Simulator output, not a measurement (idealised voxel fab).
Process module heading - voxel air gaps
We display cut, a cross-section 230 nm in width whose square cells are each 5 nm.
Each cross-section below is a grid of square cells, stated as bands in top-down order, with one or more rows of cells making up each band.
This entry defines a band. It first specifies the height of the band's top and the height of its bottom in nm, and then specifies the band's materials from left to right, stating each material with its width in nm. The word "edge to edge" identifies a single material that fills the band from edge to edge, while the word "empty" identifies empty space.
Beneath 0, the wafer as received is one material, and that level is where height counting begins. The lowest band goes on downward without a bottom; it is written like "0 -> down".
A width given as "30 to 40" starts at the first number in the band's top row and ends at the second number in its bottom row, shifting by an equal amount at every step from row to row.
"nothing was modified" -> step changed no cross-section cell.
You'll see "Closed cavities" listing empty spaces that have no way open to the top, as long as they're 8 cells or more; the notation is width x height at distance, where the distance is from the left edge, and all of it is in nm.
Whatever follows a step's settings on its line is a remark the simulator itself makes about that step.
For masked steps, "overlay nm" on the step line gives how far right of plan the mask actually lay; a minus sign means it lay to the left.
### Below is the list of planned process steps
- 1: RECEIVE (material Si)
- 2: CONFORMAL_DEP (material SiO2; thk nm 10)
- 3: CONFORMAL_DEP (material SiN; thk nm 5)
- 4: DIRECTIONAL_DEP (material lowk; thk nm 40)
- 5: DIRECTIONAL_DEP (material aC; thk nm 15)
- 6: PATTERN (tone open; mask id LINES; material resist; width nm 20; pitch nm 45; thk nm 30; overlay nm 0)
- 7: DIRECTIONAL_ETCH (etch materials aC; depth nm 15)
- 8: STRIP (etch materials resist)
- 9: DIRECTIONAL_ETCH (etch materials lowk; depth nm 40)
- 10: STRIP (etch materials aC)
- 11: CONFORMAL_DEP (material TiN; thk nm 5)
- 12: FILL_DEP (material Cu; thk nm 5)
- 13: CMP (height nm 55)
- 14: EPI (material Ru; thk nm 10)
- 15: SELECTIVE_ETCH (etch materials lowk; depth nm 50)
- 16: CONFORMAL_DEP (material SiCN; thk nm 5)
### The cross-section here shows the wafer as received, i.e. in its state after step 1
	0 -> down: Si edge to edge
	Closed cavities: none
### Wafer cross-section at end of module: start and plan as shown above, one execution error
	70 -> 65: SiCN edge to edge
	65 -> 55: Ru edge to edge
	55 -> 50: TiN (65), Cu (10), TiN (35), Cu (10), TiN (35), Cu (10), TiN (65)
	50 -> 20: lowk (60), TiN (5), Cu (10), TiN (5), lowk (25), TiN (5), Cu (10), TiN (5), lowk (25), TiN (5), Cu (10), TiN (5), lowk (60)
	20 -> 15: lowk (60), TiN (20), lowk (25), TiN (20), lowk (25), TiN (20), lowk (60)
	15 -> 10: SiN edge to edge
	10 -> 0: SiO2 edge to edge
	0 -> down: Si edge to edge
	Closed cavities: none
Deviation noted in wafer processing: step 4 changed vs plan, executed as DIRECTIONAL_DEP (material lowk; thk nm 35)
